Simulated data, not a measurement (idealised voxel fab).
Process module, titled voxel tone inversion
FYI the section here is cut, 210 nm wide, cells are 5 nm squares.
Cross-section layout: square cells on a grid; listed as bands, top to bottom; a band spans one or more cell rows.
Top, bottom (nm), then materials left to right with widths (nm); lone material tagged "edge to edge" fills the whole band edge to edge; "air" = empty space.
Note: height 0 marks the level under which the wafer is uniformly one material as received. Lowest band unbounded below, written "z 0 and below".
You'd read "30->40" like this: the band's top row of cells is as wide as the first number, its bottom row is as wide as the second, and going down, every row changes width by the same amount as the row before did.
"same as before", as given for a step, is the statement that not any cell of the cross-section underwent a change during that step.
The entry "Cavities, closed" lists the empty spaces that cover at least 8 cells and have no open path to the top. Each is written as width x height at distance, where the distance is measured from the left edge and all three values are in nm.
If you see something after the settings on a step's line, that's the simulator's own remark about that step.
The "overlay nm" setting may appear on a step's line; for a step that uses a mask, it gives how far to the right of its planned position the mask lay, and a negative value indicates the left.
[The following list gives the planned process steps]
step 1: RECEIVE [material Si]
step 2: CONFORMAL_DEP [material SiCN] [thk nm 10]
step 3: DIRECTIONAL_DEP [material aC] [thk nm 15]
step 4: PATTERN [tone cover] [mask id POSTS] [material resist] [width nm 15] [pitch nm 30] [thk nm 25] [overlay nm 0]
step 5: DIRECTIONAL_ETCH [etch materials aC] [depth nm 15]
step 6: STRIP [etch materials resist]
step 7: FILL_DEP [material lowk] [thk nm 10]
step 8: CMP [height nm 25]
step 9: STRIP [etch materials aC]
[first wafer, as planned]
[Shown in cross-section is the wafer as received, that is, as it stands after step 1]
> z 0 and below = Si edge to edge
> Cavities, closed: none
[Cross-section of the wafer subsequent to step 2]
> z 10 to 0 = SiCN edge to edge
> Whatever lies below 0 is exactly as it was before.
[Cross-section of the wafer subsequent to step 3]
> z 25 to 10 = aC edge to edge
> Whatever lies below 10 is exactly as it was before.
[Cross-section of the wafer subsequent to step 4]
> z 50 to 25 = 80 air; 15 resist; 15 air; 15 resist; 85 air
> Whatever lies below 25 is exactly as it was before.
[Cross-section of the wafer subsequent to step 5]
> z 35 to 25 = 80 air; 15 resist; 15 air; 15 resist; 85 air
> z 25 to 10 = 80 air; 15 aC; 15 air; 15 aC; 85 air
> Whatever lies below 10 is exactly as it was before.
[Cross-section of the wafer subsequent to step 6]
> z 25 to 10 = 80 air; 15 aC; 15 air; 15 aC; 85 air
> Whatever lies below 10 is exactly as it was before.
[Cross-section of the wafer subsequent to step 7]
> z 35 to 25 = lowk edge to edge
> z 25 to 10 = 80 lowk; 15 aC; 15 lowk; 15 aC; 85 lowk
> Whatever lies below 10 is exactly as it was before.
[Cross-section of the wafer subsequent to step 8]
> z 25 to 10 = 80 lowk; 15 aC; 15 lowk; 15 aC; 85 lowk
> Whatever lies below 10 is exactly as it was before.
[Cross-section of the wafer subsequent to step 9]
> z 25 to 10 = 80 lowk; 15 air; 15 lowk; 15 air; 85 lowk
> Whatever lies below 10 is exactly as it was before.
[The second wafer: identical to the first at the outset and in its planned sequence, differing only in that one mistake was made during processing; up to and including step 1, its path is the first wafer's path]
[Cross-sectional representation of the second wafer at the time designated in the plan for the completion of step 2]
> z 15 to 0 = aC edge to edge
> Whatever lies below 0 is exactly as it was before.
[Cross-sectional representation of the second wafer at the time designated in the plan for the completion of step 3]
> z 25 to 15 = SiCN edge to edge
> Whatever lies below 15 is exactly as it was before.
[Cross-sectional representation of the second wafer at the time designated in the plan for the completion of step 4]
> z 50 to 25 = 80 air; 15 resist; 15 air; 15 resist; 85 air
> Whatever lies below 25 is exactly as it was before.
[Cross-sectional representation of the second wafer at the time designated in the plan for the completion of step 5]
> z 35 to 25 = 80 air; 15 resist; 15 air; 15 resist; 85 air
> Whatever lies below 25 is exactly as it was before.
[Cross-sectional representation of the second wafer at the time designated in the plan for the completion of step 6]
> z 25 to 15 = SiCN edge to edge
> Whatever lies below 15 is exactly as it was before.
[Cross-sectional representation of the second wafer at the time designated in the plan for the completion of step 7]
> z 35 to 25 = lowk edge to edge
> Whatever lies below 25 is exactly as it was before.
[Cross-sectional representation of the second wafer at the time designated in the plan for the completion of step 8]
> z 25 to 15 = SiCN edge to edge
> Whatever lies below 15 is exactly as it was before.
Cross-sectional representation of the second wafer at the time designated in the plan for the completion of step 9: same as before
Diagnosis: note: step 2 <-> step 3, run order reversed vs plan
Materials where the second wafer ends with more or fewer cells than the first: +126 aC, -108 lowk
